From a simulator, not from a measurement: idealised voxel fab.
process module | voxel transistor to metal
cross-section cut | 280 nm wide | cells 5 nm
A cross-section is a grid of square cells, given in bands from the top down. A band is one or more rows of cells.
Each band's line starts with the height of the band's top and of its bottom, in nm. Then come its materials from left to right, each with its width in nm. One material with "throughout" fills the band from edge to edge. "air" is empty space.
Height 0 is the level under which the wafer as received is all one material. The lowest band goes on downwards, as in "0 down".
A width such as "30 to 40" changes by the same amount from each row of cells to the next, from the band's top row to its bottom row.
"no change" after a step means that no cell of the cross-section changed.
closed voids: empty space of 8 cells or more with no open way to the top, each as width x height at its distance from the left edge, in nm
after a step's settings: what the simulator itself notes on the step
overlay nm, on a step with a mask: how far to the right of its planned place the mask lay; to the left if negative
plan
1 op RECEIVE | material Si
2 op OXIDIZE | depth nm 5
3 op CONFORMAL_DEP | material SiN | thk nm 10
4 op MASKED_ETCH | tone cover | mask id ACTIVE | width nm 105 | pitch nm 125 | etch materials SiN | depth nm 10 | overlay nm 0
5 op MASKED_ETCH | tone cover | mask id ACTIVE | width nm 105 | pitch nm 125 | etch materials SiO2 | depth nm 5 | overlay nm 0
6 op MASKED_ETCH | tone cover | mask id ACTIVE | width nm 105 | pitch nm 125 | etch materials Si | depth nm 35 | overlay nm 0
7 op FILL_DEP | material SiO2 | thk nm 5
8 op CMP | height nm 10
9 op SELECTIVE_ETCH | etch materials SiO2 | depth nm 10
10 op STRIP | etch materials SiN
11 op SELECTIVE_ETCH | etch materials SiO2 | depth nm 5
12 op OXIDIZE | depth nm 5
13 op DIRECTIONAL_DEP | material polySi | thk nm 20
14 op DIRECTIONAL_DEP | material SiCN | thk nm 15
15 op PATTERN | tone cover | mask id GATE | material resist | width nm 15 | pitch nm 125 | thk nm 15 | overlay nm 0
16 op DIRECTIONAL_ETCH | etch materials SiCN | depth nm 25
17 op DIRECTIONAL_ETCH | etch materials polySi | depth nm 30
18 op STRIP | etch materials resist
19 op CONFORMAL_DEP | material SiO2 | thk nm 5
20 op DIRECTIONAL_ETCH | etch materials SiO2 | depth nm 5
21 op CONFORMAL_DEP | material SiN | thk nm 5
22 op DIRECTIONAL_ETCH | etch materials SiN | depth nm 5
23 op DIRECTIONAL_ETCH | etch materials SiO2 | depth nm 5
24 op DIRECTIONAL_ETCH | etch materials Si | depth nm 10
25 op EPI | material SiGe | thk nm 10
26 op FILL_DEP | material SiO2 | thk nm 5
27 op CMP | height nm 30
28 op DIRECTIONAL_DEP | material SiO2 | thk nm 10
29 op MASKED_ETCH | tone open | mask id CONTACT | width nm 20 | etch materials SiO2 | depth nm 50 | overlay nm 0
30 op CONFORMAL_DEP | material TiN | thk nm 5
31 op FILL_DEP | material W | thk nm 5
32 op CMP | height nm 40
33 op CONFORMAL_DEP | material SiN | thk nm 5
34 op DIRECTIONAL_DEP | material lowk | thk nm 15
35 op PATTERN | tone open | mask id METAL_1 | material resist | width nm 20 | thk nm 15 | overlay nm 0
36 op DIRECTIONAL_ETCH | etch materials lowk | depth nm 15
37 op DIRECTIONAL_ETCH | etch materials SiN | depth nm 5
38 op STRIP | etch materials resist
39 op CONFORMAL_DEP | material TiN | thk nm 5
40 op FILL_DEP | material Cu | thk nm 5
41 op CMP | height nm 60
42 op CONFORMAL_DEP | material SiCN | thk nm 5
43 op DIRECTIONAL_DEP | material SiO2 | thk nm 30
44 op MASKED_ETCH | tone open | mask id METAL_2_HOLES | width nm 15 | pitch nm 125 | etch materials SiO2 | depth nm 30 | overlay nm 0
45 op MASKED_ETCH | tone open | mask id METAL_2 | width nm 20 | pitch nm 125 | etch materials SiO2 | depth nm 15 | overlay nm 0
46 op MASKED_ETCH | tone open | mask id METAL_2 | width nm 20 | pitch nm 125 | etch materials SiCN | depth nm 5 | overlay nm 0
47 op CONFORMAL_DEP | material TiN | thk nm 5
48 op FILL_DEP | material Cu | thk nm 5
49 op CMP | height nm 95
50 op CONFORMAL_DEP | material SiCN | thk nm 5
varied across the wafers: width nm of step 15. The plan shows the first wafer's value. All wafers start alike
first wafer as received, after step 1
  0 down: Si throughout
  closed voids: none
first wafer at the end, after step 50
  100 to 95: SiCN throughout
  95 to 85: SiO2 30 | TiN 5 | Cu 10 | TiN 5 | SiO2 105 | TiN 5 | Cu 10 | TiN 5 | SiO2 105
  85 to 80: SiO2 30 | TiN 5 | Cu 5 | TiN 10 | SiO2 105 | TiN 5 | Cu 5 | TiN 10 | SiO2 105
  80 to 65: SiO2 30 | TiN 5 | Cu 5 | TiN 5 | SiO2 110 | TiN 5 | Cu 5 | TiN 5 | SiO2 110
  65 to 60: SiCN 30 | TiN 15 | SiCN 110 | TiN 15 | SiCN 110
  60 to 45: lowk 30 | TiN 5 | Cu 10 | TiN 5 | lowk 55 | TiN 5 | Cu 10 | TiN 5 | lowk 30 | TiN 5 | Cu 10 | TiN 5 | lowk 55 | TiN 5 | Cu 10 | TiN 5 | lowk 30
  45 to 40: SiN 30 | TiN 20 | SiN 55 | TiN 20 | SiN 30 | TiN 20 | SiN 55 | TiN 20 | SiN 30
  40 to 30: SiO2 30 | TiN 5 | W 10 | TiN 5 | SiO2 55 | TiN 5 | W 10 | TiN 5 | SiO2 30 | TiN 5 | W 10 | TiN 5 | SiO2 55 | TiN 5 | W 10 | TiN 5 | SiO2 30
  30 to 15: SiO2 30 | TiN 5 | W 10 | TiN 5 | SiO2 10 | SiN 5 | SiO2 5 | SiCN 15 | SiO2 5 | SiN 5 | SiO2 10 | TiN 5 | W 10 | TiN 5 | SiO2 30 | TiN 5 | W 10 | TiN 5 | SiO2 10 | SiN 5 | SiO2 5 | SiCN 15 | SiO2 5 | SiN 5 | SiO2 10 | TiN 5 | W 10 | TiN 5 | SiO2 30
  15 to 0: SiO2 30 | TiN 5 | W 10 | TiN 5 | SiO2 10 | SiN 5 | SiO2 5 | polySi 15 | SiO2 5 | SiN 5 | SiO2 10 | TiN 5 | W 10 | TiN 5 | SiO2 30 | TiN 5 | W 10 | TiN 5 | SiO2 10 | SiN 5 | SiO2 5 | polySi 15 | SiO2 5 | SiN 5 | SiO2 10 | TiN 5 | W 10 | TiN 5 | SiO2 30
  0 to -5: SiO2 30 | TiN 5 | W 10 | TiN 5 | SiGe 10 | SiN 5 | SiO2 5 | polySi 15 | SiO2 5 | SiN 5 | SiGe 10 | TiN 5 | W 10 | TiN 5 | SiO2 30 | TiN 5 | W 10 | TiN 5 | SiGe 10 | SiN 5 | SiO2 5 | polySi 15 | SiO2 5 | SiN 5 | SiGe 10 | TiN 5 | W 10 | TiN 5 | SiO2 30
  -5 to -10: SiO2 30 | TiN 20 | SiGe 10 | SiO2 35 | SiGe 10 | TiN 20 | SiO2 30 | TiN 20 | SiGe 10 | SiO2 35 | SiGe 10 | TiN 20 | SiO2 30
  -10 to -20: SiO2 25 | SiGe 35 | Si 35 | SiGe 35 | SiO2 20 | SiGe 35 | Si 35 | SiGe 35 | SiO2 25
  -20 to -40: SiO2 25 | Si 105 | SiO2 20 | Si 105 | SiO2 25
  -40 down: Si throughout
  closed voids: none
last wafer at the end
  100 to 95: SiCN throughout
  95 to 85: SiO2 30 | TiN 5 | Cu 10 | TiN 5 | SiO2 105 | TiN 5 | Cu 10 | TiN 5 | SiO2 105
  85 to 80: SiO2 30 | TiN 5 | Cu 5 | TiN 10 | SiO2 105 | TiN 5 | Cu 5 | TiN 10 | SiO2 105
  80 to 65: SiO2 30 | TiN 5 | Cu 5 | TiN 5 | SiO2 110 | TiN 5 | Cu 5 | TiN 5 | SiO2 110
  65 to 60: SiCN 30 | TiN 15 | SiCN 110 | TiN 15 | SiCN 110
  60 to 45: lowk 30 | TiN 5 | Cu 10 | TiN 5 | lowk 55 | TiN 5 | Cu 10 | TiN 5 | lowk 30 | TiN 5 | Cu 10 | TiN 5 | lowk 55 | TiN 5 | Cu 10 | TiN 5 | lowk 30
  45 to 40: SiN 30 | TiN 20 | SiN 55 | TiN 20 | SiN 30 | TiN 20 | SiN 55 | TiN 20 | SiN 30
  40 to 30: SiO2 30 | TiN 5 | W 10 | TiN 5 | SiO2 55 | TiN 5 to 10 | W 10 to 5 | TiN 5 | SiO2 30 | TiN 5 | W 10 | TiN 5 | SiO2 55 | TiN 5 to 10 | W 10 to 5 | TiN 5 | SiO2 30
  30 to 15: SiO2 30 | TiN 5 | W 10 | TiN 5 | SiN 5 | SiO2 5 | SiCN 40 | SiO2 5 | SiN 5 | TiN 5 | W 5 | TiN 5 | SiO2 30 | TiN 5 | W 10 | TiN 5 | SiN 5 | SiO2 5 | SiCN 40 | SiO2 5 | SiN 5 | TiN 5 | W 5 | TiN 5 | SiO2 30
  15 to 5: SiO2 30 | TiN 5 | W 10 | TiN 5 | SiN 5 | SiO2 5 | polySi 40 | SiO2 5 | SiN 5 | TiN 5 | W 5 | TiN 5 | SiO2 30 | TiN 5 | W 10 | TiN 5 | SiN 5 | SiO2 5 | polySi 40 | SiO2 5 | SiN 5 | TiN 5 | W 5 | TiN 5 | SiO2 30
  5 to 0: SiO2 30 | TiN 20 | SiN 5 | SiO2 5 | polySi 40 | SiO2 5 | SiN 5 | TiN 15 | SiO2 30 | TiN 20 | SiN 5 | SiO2 5 | polySi 40 | SiO2 5 | SiN 5 | TiN 15 | SiO2 30
  0 to -5: SiO2 30 | TiN 10 | SiGe 10 | SiN 5 | SiO2 5 | polySi 40 | SiO2 5 | SiN 5 | SiGe 10 | TiN 5 | SiO2 30 | TiN 10 | SiGe 10 | SiN 5 | SiO2 5 | polySi 40 | SiO2 5 | SiN 5 | SiGe 10 | TiN 5 | SiO2 30
  -5 to -10: SiO2 30 | TiN 10 | SiGe 10 | SiO2 60 | SiGe 10 | TiN 5 | SiO2 30 | TiN 10 | SiGe 10 | SiO2 60 | SiGe 10 | TiN 5 | SiO2 30
  -10 to -20: SiO2 25 | SiGe 25 | Si 60 | SiGe 20 | SiO2 20 | SiGe 25 | Si 60 | SiGe 20 | SiO2 25
  -20 to -40: SiO2 25 | Si 105 | SiO2 20 | Si 105 | SiO2 25
  -40 down: Si throughout
  closed voids: none
each wafer at the end: cells of each material gained (+) or lost (-) since it was received, then its closed voids
width nm 15 | +40 Cu | -252 Si | +124 SiCN | +72 SiGe | +68 SiN | +692 SiO2 | +160 TiN | +72 W | +120 lowk | +24 polySi | closed voids: none
width nm 20 | +40 Cu | -248 Si | +130 SiCN | +68 SiGe | +68 SiN | +682 SiO2 | +160 TiN | +68 W | +120 lowk | +32 polySi | closed voids: none
width nm 25 | +40 Cu | -244 Si | +136 SiCN | +64 SiGe | +68 SiN | +672 SiO2 | +160 TiN | +64 W | +120 lowk | +40 polySi | closed voids: none
width nm 30 | +40 Cu | -240 Si | +142 SiCN | +60 SiGe | +68 SiN | +662 SiO2 | +160 TiN | +60 W | +120 lowk | +48 polySi | closed voids: none
width nm 35 | +40 Cu | -236 Si | +148 SiCN | +56 SiGe | +68 SiN | +652 SiO2 | +160 TiN | +56 W | +120 lowk | +56 polySi | closed voids: none
width nm 40 | +40 Cu | -232 Si | +154 SiCN | +52 SiGe | +68 SiN | +654 SiO2 | +156 TiN | +44 W | +120 lowk | +64 polySi | closed voids: none
